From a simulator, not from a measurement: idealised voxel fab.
Process module name: voxel transistor to metal
FYI the section here is cut, 270 nm wide, cells are 5 nm squares.
Each cross-section below is a grid of square cells, stated as bands in top-down order, with one or more rows of cells making up each band.
The band entry comprises the height of the band's top followed by the height of its bottom, expressed in nm, and subsequently the band's materials from left to right, each stated together with its width in nm. Where a single material is marked with the word "throughout", that material fills the band from edge to edge. The word "empty" represents empty space.
Heights are measured from 0, the level below which the as-received wafer is all one material; the lowest band has no bottom and continues downward, written as in "top 0, no bottom".
The width entry "30..40" should be interpreted row by row: the top row of cells in the band takes the first number, the bottom row takes the second number, and the change between adjacent rows is uniform throughout.
"nothing altered" means the step left every cell of the cross-section as it was.
"Enclosed internal cavities" - sealed voids, min. 8 cells, no opening to top; format: width x height at distance (distance from left edge; nm throughout).
Formally, on a step line, whatever follows the settings is a remark that the simulator itself makes on the step.
Each step line may optionally specify "overlay nm", which for a step with a mask gives the rightward distance between the mask's planned place and where it lay, a negative value indicating the leftward direction.

Set out below are the planned steps of the process:
| 1 | RECEIVE (material Si) |
| 2 | CONFORMAL_DEP (material SiO2; thk nm 5) |
| 3 | CONFORMAL_DEP (material SiN; thk nm 10) |
| 4 | DIRECTIONAL_DEP (material aC; thk nm 15) |
| 5 | PATTERN (tone cover; mask id ACTIVE; material resist; width nm 105; pitch nm 135; thk nm 30; overlay nm 0) |
| 6 | DIRECTIONAL_ETCH (etch materials aC; depth nm 15) |
| 7 | STRIP (etch materials resist) |
| 8 | DIRECTIONAL_ETCH (etch materials SiN; depth nm 10) |
| 9 | DIRECTIONAL_ETCH (etch materials SiO2; depth nm 5) |
| 10 | DIRECTIONAL_ETCH (etch materials Si; depth nm 30) |
| 11 | STRIP (etch materials aC) |
| 12 | FILL_DEP (material SiO2; thk nm 10) |
| 13 | CMP (height nm 15) |
| 14 | SELECTIVE_ETCH (etch materials SiO2; depth nm 10) |
| 15 | STRIP (etch materials SiN) |
| 16 | SELECTIVE_ETCH (etch materials SiO2; depth nm 5) |
| 17 | OXIDIZE (depth nm 5) |
| 18 | DIRECTIONAL_DEP (material polySi; thk nm 25) |
| 19 | DIRECTIONAL_DEP (material SiCN; thk nm 15) |
| 20 | MASKED_ETCH (tone cover; mask id GATE; width nm 15; pitch nm 135; etch materials SiCN; depth nm 25; overlay nm 0) |
| 21 | MASKED_ETCH (tone cover; mask id GATE; width nm 15; pitch nm 135; etch materials polySi; depth nm 35; overlay nm 0) |
| 22 | CONFORMAL_DEP (material SiN; thk nm 5) |
| 23 | DIRECTIONAL_ETCH (etch materials SiN; depth nm 5) |
| 24 | DIRECTIONAL_ETCH (etch materials SiO2; depth nm 5) |
| 25 | DIRECTIONAL_ETCH (etch materials Si; depth nm 15) |
| 26 | EPI (material pSi; thk nm 20) |
| 27 | FILL_DEP (material SiO2; thk nm 5) |
| 28 | CMP (height nm 30) |
| 29 | DIRECTIONAL_DEP (material SiO2; thk nm 15) |
| 30 | DIRECTIONAL_DEP (material aC; thk nm 10) |
| 31 | PATTERN (tone open; mask id CONTACT; material resist; width nm 35; thk nm 30; overlay nm 0) |
| 32 | DIRECTIONAL_ETCH (etch materials aC; depth nm 10) |
| 33 | STRIP (etch materials resist) |
| 34 | DIRECTIONAL_ETCH (etch materials SiO2; depth nm 55) |
| 35 | STRIP (etch materials aC) |
| 36 | CONFORMAL_DEP (material TiN; thk nm 5) |
| 37 | FILL_DEP (material W; thk nm 5) |
| 38 | CMP (height nm 55) |
| 39 | DIRECTIONAL_DEP (material TiN; thk nm 5) |
| 40 | DIRECTIONAL_DEP (material W; thk nm 20) |
| 41 | MASKED_ETCH (tone cover; mask id METAL_1; width nm 20; etch materials W; depth nm 20; overlay nm 0) |
| 42 | MASKED_ETCH (tone cover; mask id METAL_1; width nm 20; etch materials TiN; depth nm 5; overlay nm 0) |
| 43 | CONFORMAL_DEP (material SiN; thk nm 5) |
| 44 | FILL_DEP (material SiO2; thk nm 5) |
| 45 | CMP (height nm 80) |
| 46 | CONFORMAL_DEP (material SiCN; thk nm 5) |
| 47 | DIRECTIONAL_DEP (material lowk; thk nm 35) |
| 48 | DIRECTIONAL_DEP (material aC; thk nm 15) |
| 49 | PATTERN (tone open; mask id METAL_2_HOLES; material resist; width nm 15; pitch nm 135; thk nm 35; overlay nm 0) |
| 50 | DIRECTIONAL_ETCH (etch materials aC; depth nm 15) |
| 51 | STRIP (etch materials resist) |
| 52 | DIRECTIONAL_ETCH (etch materials lowk; depth nm 35) |
| 53 | STRIP (etch materials aC) |
| 54 | DIRECTIONAL_DEP (material aC; thk nm 10) |
| 55 | PATTERN (tone open; mask id METAL_2; material resist; width nm 20; pitch nm 135; thk nm 30; overlay nm 0) |
| 56 | DIRECTIONAL_ETCH (etch materials aC; depth nm 10) |
| 57 | STRIP (etch materials resist) |
| 58 | DIRECTIONAL_ETCH (etch materials lowk; depth nm 20) |
| 59 | DIRECTIONAL_ETCH (etch materials SiCN; depth nm 5) |
| 60 | STRIP (etch materials aC) |
| 61 | CONFORMAL_DEP (material TiN; thk nm 5) |
| 62 | FILL_DEP (material Cu; thk nm 5) |
| 63 | CMP (height nm 120) |
| 64 | CONFORMAL_DEP (material SiCN; thk nm 5) |
Don't read the plan's height nm for step 28 as applying to every wafer: that's the first wafer's value, and the wafers differ in it, though they all start identical.

First wafer of several, as received: cross-section after step 1:
* top 0, no bottom: Si throughout
* Enclosed internal cavities: none

Depicted here is the first of several wafers in cross-section, at module completion following the last step, step 64:
* top 125, bottom 120: SiCN throughout
* top 120, bottom 105: lowk: 20  TiN: 5  Cu: 10  TiN: 5  lowk: 115  TiN: 5  Cu: 10  TiN: 5  lowk: 95
* top 105, bottom 100: lowk: 20  TiN: 5  Cu: 5  TiN: 10  lowk: 115  TiN: 5  Cu: 5  TiN: 10  lowk: 95
* top 100, bottom 85: lowk: 20  TiN: 5  Cu: 5  TiN: 5  lowk: 120  TiN: 5  Cu: 5  TiN: 5  lowk: 100
* top 85, bottom 80: SiCN: 20  TiN: 15  SiCN: 120  TiN: 15  SiCN: 100
* top 80, bottom 60: SiO2: 15  SiN: 5  W: 20  SiN: 5  SiO2: 45  SiN: 5  W: 20  SiN: 5  SiO2: 30  SiN: 5  W: 20  SiN: 5  SiO2: 45  SiN: 5  W: 20  SiN: 5  SiO2: 15
* top 60, bottom 55: SiN: 20  TiN: 20  SiN: 55  TiN: 20  SiN: 40  TiN: 20  SiN: 55  TiN: 20  SiN: 20
* top 55, bottom 50: W throughout
* top 50, bottom 45: TiN: 25  W: 25  TiN: 35  W: 25  TiN: 50  W: 25  TiN: 35  W: 25  TiN: 25
* top 45, bottom 30: SiO2: 20  TiN: 5  W: 25  TiN: 5  SiO2: 25  TiN: 5  W: 25  TiN: 5  SiO2: 40  TiN: 5  W: 25  TiN: 5  SiO2: 25  TiN: 5  W: 25  TiN: 5  SiO2: 20
* top 30, bottom 25: SiO2: 20  TiN: 5  W: 25  TiN: 5  SiN: 5  SiCN: 15  SiN: 5  TiN: 5  W: 25  TiN: 5  SiO2: 40  TiN: 5  W: 25  TiN: 5  SiN: 5  SiCN: 15  SiN: 5  TiN: 5  W: 25  TiN: 5  SiO2: 20
* top 25, bottom 15: SiO2: 20  TiN: 5  W: 25..5  TiN: 5..25  SiN: 5  polySi: 15  SiN: 5  TiN: 5..25  W: 25..5  TiN: 5  SiO2: 40  TiN: 5  W: 25..5  TiN: 5..25  SiN: 5  polySi: 15  SiN: 5  TiN: 5..25  W: 25..5  TiN: 5  SiO2: 20
* top 15, bottom 5: SiO2: 20  TiN: 5  W: 5  TiN: 5  pSi: 20  SiN: 5  polySi: 15  SiN: 5  pSi: 20  TiN: 5  W: 5  TiN: 5  SiO2: 40  TiN: 5  W: 5  TiN: 5  pSi: 20  SiN: 5  polySi: 15  SiN: 5  pSi: 20  TiN: 5  W: 5  TiN: 5  SiO2: 20
* top 5, bottom 0: SiO2: 20  TiN: 15  pSi: 20  SiN: 5  polySi: 15  SiN: 5  pSi: 20  TiN: 15  SiO2: 40  TiN: 15  pSi: 20  SiN: 5  polySi: 15  SiN: 5  pSi: 20  TiN: 15  SiO2: 20
* top 0, bottom -5: SiO2: 10  pSi: 45  SiO2: 25  pSi: 45  SiO2: 20  pSi: 45  SiO2: 25  pSi: 45  SiO2: 10
* top -5, bottom -20: SiO2: 15  pSi: 40  Si: 25  pSi: 40  SiO2: 30  pSi: 40  Si: 25  pSi: 40  SiO2: 15
* top -20, bottom -30: SiO2: 15  Si: 105  SiO2: 30  Si: 105  SiO2: 15
* top -30, no bottom: Si throughout
* Enclosed internal cavities: none

Cross-section, last wafer, module completion:
* top 125, bottom 120: SiCN throughout
* top 120, bottom 105: lowk: 20  TiN: 5  Cu: 10  TiN: 5  lowk: 115  TiN: 5  Cu: 10  TiN: 5  lowk: 95
* top 105, bottom 100: lowk: 20  TiN: 5  Cu: 5  TiN: 10  lowk: 115  TiN: 5  Cu: 5  TiN: 10  lowk: 95
* top 100, bottom 85: lowk: 20  TiN: 5  Cu: 5  TiN: 5  lowk: 120  TiN: 5  Cu: 5  TiN: 5  lowk: 100
* top 85, bottom 80: SiCN: 20  TiN: 15  SiCN: 120  TiN: 15  SiCN: 100
* top 80, bottom 60: SiO2: 15  SiN: 5  W: 20  SiN: 5  SiO2: 45  SiN: 5  W: 20  SiN: 5  SiO2: 30  SiN: 5  W: 20  SiN: 5  SiO2: 45  SiN: 5  W: 20  SiN: 5  SiO2: 15
* top 60, bottom 55: SiN: 20  TiN: 20  SiN: 55  TiN: 20  SiN: 40  TiN: 20  SiN: 55  TiN: 20  SiN: 20
* top 55, bottom 40: SiO2: 20  TiN: 5  W: 25  TiN: 5  SiO2: 25  TiN: 5  W: 25  TiN: 5  SiO2: 40  TiN: 5  W: 25  TiN: 5  SiO2: 25  TiN: 5  W: 25  TiN: 5  SiO2: 20
* top 40, bottom 25: SiO2: 20  TiN: 5  W: 25  TiN: 5  SiN: 5  SiCN: 15  SiN: 5  TiN: 5  W: 25  TiN: 5  SiO2: 40  TiN: 5  W: 25  TiN: 5  SiN: 5  SiCN: 15  SiN: 5  TiN: 5  W: 25  TiN: 5  SiO2: 20
* top 25, bottom 15: SiO2: 20  TiN: 5  W: 25..5  TiN: 5..25  SiN: 5  polySi: 15  SiN: 5  TiN: 5..25  W: 25..5  TiN: 5  SiO2: 40  TiN: 5  W: 25..5  TiN: 5..25  SiN: 5  polySi: 15  SiN: 5  TiN: 5..25  W: 25..5  TiN: 5  SiO2: 20
* top 15, bottom 10: SiO2: 20  TiN: 5  W: 5  TiN: 5  pSi: 20  SiN: 5  polySi: 15  SiN: 5  pSi: 20  TiN: 5  W: 5  TiN: 5  SiO2: 40  TiN: 5  W: 5  TiN: 5  pSi: 20  SiN: 5  polySi: 15  SiN: 5  pSi: 20  TiN: 5  W: 5  TiN: 5  SiO2: 20
* top 10, bottom 5: SiO2: 20  TiN: 15  pSi: 20  SiN: 5  polySi: 15  SiN: 5  pSi: 20  TiN: 15  SiO2: 40  TiN: 15  pSi: 20  SiN: 5  polySi: 15  SiN: 5  pSi: 20  TiN: 15  SiO2: 20
* top 5, bottom 0: SiO2: 35  pSi: 20  SiN: 5  polySi: 15  SiN: 5  pSi: 20  SiO2: 70  pSi: 20  SiN: 5  polySi: 15  SiN: 5  pSi: 20  SiO2: 35
* top 0, bottom -5: SiO2: 10  pSi: 45  SiO2: 25  pSi: 45  SiO2: 20  pSi: 45  SiO2: 25  pSi: 45  SiO2: 10
* top -5, bottom -20: SiO2: 15  pSi: 40  Si: 25  pSi: 40  SiO2: 30  pSi: 40  Si: 25  pSi: 40  SiO2: 15
* top -20, bottom -30: SiO2: 15  Si: 105  SiO2: 30  Si: 105  SiO2: 15
* top -30, no bottom: Si throughout
* Enclosed internal cavities: none

Per wafer, end of module: cells gained (+) or lost (-) per material since receipt, then closed voids:
height nm 30, +20 Cu, -210 Si, +108 SiCN, +94 SiN, +372 SiO2, +178 TiN, +250 W, +328 lowk, +180 pSi, +30 polySi, Enclosed internal cavities: none
height nm 35, +20 Cu, -210 Si, +114 SiCN, +98 SiN, +388 SiO2, +186 TiN, +216 W, +328 lowk, +180 pSi, +30 polySi, Enclosed internal cavities: none
height nm 40, +20 Cu, -210 Si, +120 SiCN, +102 SiN, +404 SiO2, +160 TiN, +216 W, +328 lowk, +180 pSi, +30 polySi, Enclosed internal cavities: none
height nm 45, +20 Cu, -210 Si, +120 SiCN, +102 SiN, +416 SiO2, +152 TiN, +212 W, +328 lowk, +180 pSi, +30 polySi, Enclosed internal cavities: none
